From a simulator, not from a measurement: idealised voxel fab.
Name of the process module below: voxel fin reveal
For reference, the cross-section in this document is cut, with width 245 nm and square cells of 5 nm.
Just so we're on the same page, the cross-sections are grids of square cells, and they're listed out in bands top to bottom, each band one or more rows deep. Heads up on the band format: heights come first, top then bottom, in nm. After that it's the materials left to right, each with its width in nm. A single material flagged "full width" fills the whole band edge to edge, and "empty" means there's empty space there. We count height from 0. Below that, the starting wafer is all one material. The lowest band never ends at the bottom but goes on down; see "0 nm and below" for how that is written. Width: "30 to 40" (first number = top row, second number = bottom row, same change from row to row of cells). Where the words "nothing altered" appear for a step, the cross-section shows no cell changed by that step; every cell remained as before. For the entry "Enclosed void list", the listed items are empty spaces with no open way to the top whose size is 8 cells or more; each item follows the pattern width x height at distance, where distance is from the left edge and all three are in nm. Whatever follows a step's settings on its line is a remark the simulator itself makes about that step. overlay nm: mask right of planned place by this much (step with mask). Neg. = left.
Steps planned for the process:
| 1 | RECEIVE [material Si] |
| 2 | CONFORMAL_DEP [material SiN] [thk nm 5] |
| 3 | MASKED_ETCH [tone cover] [mask id FINS] [width nm 15] [pitch nm 45] [etch materials SiN] [depth nm 5] [overlay nm 0] |
| 4 | MASKED_ETCH [tone cover] [mask id FINS] [width nm 15] [pitch nm 45] [etch materials Si] [depth nm 30] [overlay nm 0] |
| 5 | OXIDIZE [depth nm 5] |
| 6 | FILL_DEP [material SiO2] [thk nm 10] |
| 7 | CMP [height nm 5] |
| 8 | SELECTIVE_ETCH [etch materials SiO2] [depth nm 20] |
| 9 | STRIP [etch materials SiN] |
| 10 | CONFORMAL_DEP [material HfO2] [thk nm 5] |
as received, after step 1:
    0 nm and below: Si full width
    Enclosed void list: none
The module was run from the start shown above using the plan shown above, but one mistake was made doing it; the resulting wafer cross-section is below:
    5 nm to 0 nm: 70 nm HfO2 / 15 nm empty / 30 nm HfO2 / 15 nm empty / 30 nm HfO2 / 15 nm empty / 70 nm HfO2
    0 nm to -5 nm: 65 nm Si / 25 nm HfO2 / 20 nm Si / 25 nm HfO2 / 20 nm Si / 25 nm HfO2 / 65 nm Si
    -5 nm and below: Si full width
    Enclosed void list: none
Which mistake was made when the wafer was run? contrary to plan, step 3 was performed as MASKED_ETCH [tone open] [mask id FINS] [width nm 15] [pitch nm 45] [etch materials SiN] [depth nm 5] [overlay nm 0]
